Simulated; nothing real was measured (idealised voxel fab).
Process module name: voxel self aligned contacts
It is cross-section cut that appears here, measuring 205 nm in width, its square cells being 5 nm in size.
How to read a cross-section here: the picture is a grid of square cells, written as bands going from the top down, and any band can span one or more rows of cells.
In this notation a band is specified by the heights of its top and bottom, in that order and in nm, after which its materials appear from left to right, each paired with its width in nm. The word "all across" attached to a single material means that material fills the band from edge to edge; the word "blank" stands for empty space.
Zero point of the height axis is 0; under it, received wafer = one material. Lowest band: continues down indefinitely, "from 0 down".
When a width is written as two numbers, as in "30 to 40", the first number is the width in the top row of cells of the band and the second is the width in its bottom row, and the width changes by the same amount from each row to the next.
Given "stayed the same" for a step, no cell of the cross-section differs between before and after that step.
For the entry "Encapsulated voids", the listed items are empty spaces with no open way to the top whose size is 8 cells or more; each item follows the pattern width x height at distance, where distance is from the left edge and all three are in nm.
That trailing text on a step's line, after the settings, is the simulator's own remark on the step.
overlay nm: for a step with a mask, the amount by which the mask lay right of where it was planned; a negative amount means left of it.

### Steps planned for the process
1. RECEIVE (material Si)
2. OXIDIZE (depth nm 5)
3. DIRECTIONAL_DEP (material polySi; thk nm 30)
4. DIRECTIONAL_DEP (material SiN; thk nm 20)
5. PATTERN (tone cover; mask id GATE; material resist; width nm 35; pitch nm 65; thk nm 20; overlay nm 0)
6. DIRECTIONAL_ETCH (etch materials SiN; depth nm 20)
7. DIRECTIONAL_ETCH (etch materials polySi; depth nm 30)
8. STRIP (etch materials resist)
9. CONFORMAL_DEP (material SiN; thk nm 5)
10. DIRECTIONAL_ETCH (etch materials SiN; depth nm 5)
11. FILL_DEP (material SiO2; thk nm 15)
12. CMP (height nm 55)
13. MASKED_ETCH (tone open; mask id CONTACT; width nm 50; pitch nm 65; etch materials SiO2; depth nm 60; overlay nm 0)
14. CONFORMAL_DEP (material TiN; thk nm 5)
15. FILL_DEP (material W; thk nm 5)
16. CMP (height nm 55)
17. CONFORMAL_DEP (material SiCN; thk nm 5)

### Wafer, first of two, run as planned

### Cross-sectional view of the wafer in its as-received condition, corresponding to the state after step 1
* from 0 down | Si all across
* Encapsulated voids: none

### Sectional view: wafer, after step 2
* from 0 to -5 | SiO2 all across
* below -5: unchanged

### Sectional view: wafer, after step 3
* from 30 to 0 | polySi all across
* below 0: unchanged

### Sectional view: wafer, after step 4
* from 50 to 30 | SiN all across
* below 30: unchanged

### Sectional view: wafer, after step 5
* from 70 to 50 | blank: 20 | resist: 35 | blank: 30 | resist: 35 | blank: 30 | resist: 35 | blank: 20
* below 50: unchanged

### Sectional view: wafer, after step 6
* from 70 to 50 | blank: 20 | resist: 35 | blank: 30 | resist: 35 | blank: 30 | resist: 35 | blank: 20
* from 50 to 30 | blank: 20 | SiN: 35 | blank: 30 | SiN: 35 | blank: 30 | SiN: 35 | blank: 20
* below 30: unchanged

### Sectional view: wafer, after step 7
* from 70 to 50 | blank: 20 | resist: 35 | blank: 30 | resist: 35 | blank: 30 | resist: 35 | blank: 20
* from 50 to 30 | blank: 20 | SiN: 35 | blank: 30 | SiN: 35 | blank: 30 | SiN: 35 | blank: 20
* from 30 to 0 | blank: 20 | polySi: 35 | blank: 30 | polySi: 35 | blank: 30 | polySi: 35 | blank: 20
* below 0: unchanged

### Sectional view: wafer, after step 8
* from 50 to 30 | blank: 20 | SiN: 35 | blank: 30 | SiN: 35 | blank: 30 | SiN: 35 | blank: 20
* below 30: unchanged

### Sectional view: wafer, after step 9
* from 55 to 30 | blank: 15 | SiN: 45 | blank: 20 | SiN: 45 | blank: 20 | SiN: 45 | blank: 15
* from 30 to 5 | blank: 15 | SiN: 5 | polySi: 35 | SiN: 5 | blank: 20 | SiN: 5 | polySi: 35 | SiN: 5 | blank: 20 | SiN: 5 | polySi: 35 | SiN: 5 | blank: 15
* from 5 to 0 | SiN: 20 | polySi: 35 | SiN: 30 | polySi: 35 | SiN: 30 | polySi: 35 | SiN: 20
* below 0: unchanged

### Sectional view: wafer, after step 10
* from 50 to 30 | blank: 15 | SiN: 45 | blank: 20 | SiN: 45 | blank: 20 | SiN: 45 | blank: 15
* from 30 to 0 | blank: 15 | SiN: 5 | polySi: 35 | SiN: 5 | blank: 20 | SiN: 5 | polySi: 35 | SiN: 5 | blank: 20 | SiN: 5 | polySi: 35 | SiN: 5 | blank: 15
* below 0: unchanged

### Sectional view: wafer, after step 11
* from 65 to 50 | SiO2 all across
* from 50 to 30 | SiO2: 15 | SiN: 45 | SiO2: 20 | SiN: 45 | SiO2: 20 | SiN: 45 | SiO2: 15
* from 30 to 0 | SiO2: 15 | SiN: 5 | polySi: 35 | SiN: 5 | SiO2: 20 | SiN: 5 | polySi: 35 | SiN: 5 | SiO2: 20 | SiN: 5 | polySi: 35 | SiN: 5 | SiO2: 15
* below 0: unchanged

### Sectional view: wafer, after step 12
* from 55 to 50 | SiO2 all across
* below 50: unchanged

### Sectional view: wafer, after step 13
* from 55 to 50 | SiO2: 45 | blank: 50 | SiO2: 15 | blank: 50 | SiO2: 45
* from 50 to 30 | SiO2: 15 | SiN: 45 | blank: 20 | SiN: 45 | blank: 20 | SiN: 45 | SiO2: 15
* from 30 to 0 | SiO2: 15 | SiN: 5 | polySi: 35 | SiN: 5 | blank: 20 | SiN: 5 | polySi: 35 | SiN: 5 | blank: 20 | SiN: 5 | polySi: 35 | SiN: 5 | SiO2: 15
* from 0 to -5 | SiO2: 60 | blank: 20 | SiO2: 45 | blank: 20 | SiO2: 60
* below -5: unchanged

### Sectional view: wafer, after step 14
* from 60 to 55 | TiN: 50 | blank: 40 | TiN: 25 | blank: 40 | TiN: 50
* from 55 to 50 | SiO2: 45 | TiN: 20 | blank: 10 | TiN: 20 | SiO2: 15 | TiN: 20 | blank: 10 | TiN: 20 | SiO2: 45
* from 50 to 30 | SiO2: 15 | SiN: 45 | TiN: 5 | blank: 10 | TiN: 5 | SiN: 45 | TiN: 5 | blank: 10 | TiN: 5 | SiN: 45 | SiO2: 15
* from 30 to 0 | SiO2: 15 | SiN: 5 | polySi: 35 | SiN: 5 | TiN: 5 | blank: 10 | TiN: 5 | SiN: 5 | polySi: 35 | SiN: 5 | TiN: 5 | blank: 10 | TiN: 5 | SiN: 5 | polySi: 35 | SiN: 5 | SiO2: 15
* from 0 to -5 | SiO2: 60 | TiN: 20 | SiO2: 45 | TiN: 20 | SiO2: 60
* below -5: unchanged

### Sectional view: wafer, after step 15
* from 65 to 60 | W all across
* from 60 to 55 | TiN: 50 | W: 40 | TiN: 25 | W: 40 | TiN: 50
* from 55 to 50 | SiO2: 45 | TiN: 20 | W: 10 | TiN: 20 | SiO2: 15 | TiN: 20 | W: 10 | TiN: 20 | SiO2: 45
* from 50 to 30 | SiO2: 15 | SiN: 45 | TiN: 5 | W: 10 | TiN: 5 | SiN: 45 | TiN: 5 | W: 10 | TiN: 5 | SiN: 45 | SiO2: 15
* from 30 to 0 | SiO2: 15 | SiN: 5 | polySi: 35 | SiN: 5 | TiN: 5 | W: 10 | TiN: 5 | SiN: 5 | polySi: 35 | SiN: 5 | TiN: 5 | W: 10 | TiN: 5 | SiN: 5 | polySi: 35 | SiN: 5 | SiO2: 15
* below 0: unchanged

### Sectional view: wafer, after step 16
* from 55 to 50 | SiO2: 45 | TiN: 20 | W: 10 | TiN: 20 | SiO2: 15 | TiN: 20 | W: 10 | TiN: 20 | SiO2: 45
* below 50: unchanged

### Sectional view: wafer, after step 17
* from 60 to 55 | SiCN all across
* below 55: unchanged

### Second wafer - shared start and plan with the first - one error in running - same as the first up to step 2 inclusive

### Cross-sectional representation of the second wafer at the time designated in the plan for the completion of step 3
* from 60 to 0 | polySi all across
* below 0: unchanged

### Cross-sectional representation of the second wafer at the time designated in the plan for the completion of step 4
* from 80 to 60 | SiN all across
* below 60: unchanged

### Cross-sectional representation of the second wafer at the time designated in the plan for the completion of step 5
* from 100 to 80 | blank: 20 | resist: 35 | blank: 30 | resist: 35 | blank: 30 | resist: 35 | blank: 20
* below 80: unchanged

### Cross-sectional representation of the second wafer at the time designated in the plan for the completion of step 6
* from 100 to 80 | blank: 20 | resist: 35 | blank: 30 | resist: 35 | blank: 30 | resist: 35 | blank: 20
* from 80 to 60 | blank: 20 | SiN: 35 | blank: 30 | SiN: 35 | blank: 30 | SiN: 35 | blank: 20
* below 60: unchanged

### Cross-sectional representation of the second wafer at the time designated in the plan for the completion of step 7
* from 100 to 80 | blank: 20 | resist: 35 | blank: 30 | resist: 35 | blank: 30 | resist: 35 | blank: 20
* from 80 to 60 | blank: 20 | SiN: 35 | blank: 30 | SiN: 35 | blank: 30 | SiN: 35 | blank: 20
* from 60 to 30 | blank: 20 | polySi: 35 | blank: 30 | polySi: 35 | blank: 30 | polySi: 35 | blank: 20
* below 30: unchanged

### Cross-sectional representation of the second wafer at the time designated in the plan for the completion of step 8
* from 80 to 60 | blank: 20 | SiN: 35 | blank: 30 | SiN: 35 | blank: 30 | SiN: 35 | blank: 20
* below 60: unchanged

### Cross-sectional representation of the second wafer at the time designated in the plan for the completion of step 9
* from 85 to 60 | blank: 15 | SiN: 45 | blank: 20 | SiN: 45 | blank: 20 | SiN: 45 | blank: 15
* from 60 to 35 | blank: 15 | SiN: 5 | polySi: 35 | SiN: 5 | blank: 20 | SiN: 5 | polySi: 35 | SiN: 5 | blank: 20 | SiN: 5 | polySi: 35 | SiN: 5 | blank: 15
* from 35 to 30 | SiN: 20 | polySi: 35 | SiN: 30 | polySi: 35 | SiN: 30 | polySi: 35 | SiN: 20
* below 30: unchanged

### Cross-sectional representation of the second wafer at the time designated in the plan for the completion of step 10
* from 80 to 60 | blank: 15 | SiN: 45 | blank: 20 | SiN: 45 | blank: 20 | SiN: 45 | blank: 15
* from 60 to 30 | blank: 15 | SiN: 5 | polySi: 35 | SiN: 5 | blank: 20 | SiN: 5 | polySi: 35 | SiN: 5 | blank: 20 | SiN: 5 | polySi: 35 | SiN: 5 | blank: 15
* below 30: unchanged

### Cross-sectional representation of the second wafer at the time designated in the plan for the completion of step 11
* from 95 to 80 | SiO2 all across
* from 80 to 60 | SiO2: 15 | SiN: 45 | SiO2: 20 | SiN: 45 | SiO2: 20 | SiN: 45 | SiO2: 15
* from 60 to 30 | SiO2: 15 | SiN: 5 | polySi: 35 | SiN: 5 | SiO2: 20 | SiN: 5 | polySi: 35 | SiN: 5 | SiO2: 20 | SiN: 5 | polySi: 35 | SiN: 5 | SiO2: 15
* below 30: unchanged

### Cross-sectional representation of the second wafer at the time designated in the plan for the completion of step 12
* from 55 to 30 | SiO2: 15 | SiN: 5 | polySi: 35 | SiN: 5 | SiO2: 20 | SiN: 5 | polySi: 35 | SiN: 5 | SiO2: 20 | SiN: 5 | polySi: 35 | SiN: 5 | SiO2: 15
* below 30: unchanged

### Cross-sectional representation of the second wafer at the time designated in the plan for the completion of step 13
* from 55 to 30 | SiO2: 15 | SiN: 5 | polySi: 35 | SiN: 5 | blank: 20 | SiN: 5 | polySi: 35 | SiN: 5 | blank: 20 | SiN: 5 | polySi: 35 | SiN: 5 | SiO2: 15
* below 30: unchanged

### Cross-sectional representation of the second wafer at the time designated in the plan for the completion of step 14
* from 60 to 55 | TiN: 65 | blank: 10 | TiN: 55 | blank: 10 | TiN: 65
* from 55 to 35 | SiO2: 15 | SiN: 5 | polySi: 35 | SiN: 5 | TiN: 5 | blank: 10 | TiN: 5 | SiN: 5 | polySi: 35 | SiN: 5 | TiN: 5 | blank: 10 | TiN: 5 | SiN: 5 | polySi: 35 | SiN: 5 | SiO2: 15
* from 35 to 30 | SiO2: 15 | SiN: 5 | polySi: 35 | SiN: 5 | TiN: 20 | SiN: 5 | polySi: 35 | SiN: 5 | TiN: 20 | SiN: 5 | polySi: 35 | SiN: 5 | SiO2: 15
* below 30: unchanged

### Cross-sectional representation of the second wafer at the time designated in the plan for the completion of step 15
* from 65 to 60 | W all across
* from 60 to 55 | TiN: 65 | W: 10 | TiN: 55 | W: 10 | TiN: 65
* from 55 to 35 | SiO2: 15 | SiN: 5 | polySi: 35 | SiN: 5 | TiN: 5 | W: 10 | TiN: 5 | SiN: 5 | polySi: 35 | SiN: 5 | TiN: 5 | W: 10 | TiN: 5 | SiN: 5 | polySi: 35 | SiN: 5 | SiO2: 15
* below 35: unchanged

### Cross-sectional representation of the second wafer at the time designated in the plan for the completion of step 16
* from 55 to 35 | SiO2: 15 | SiN: 5 | polySi: 35 | SiN: 5 | TiN: 5 | W: 10 | TiN: 5 | SiN: 5 | polySi: 35 | SiN: 5 | TiN: 5 | W: 10 | TiN: 5 | SiN: 5 | polySi: 35 | SiN: 5 | SiO2: 15
* below 35: unchanged

### Cross-sectional representation of the second wafer at the time designated in the plan for the completion of step 17
* from 60 to 55 | SiCN all across
* below 55: unchanged
what went wrong: step 3 of the plan was performed twice
Heads up, by the end the second wafer has more or fewer cells of some materials compared to the first: SiN: 114 fewer; SiO2: 43 fewer; TiN: 40 fewer; W: 28 fewer; polySi: 225 more
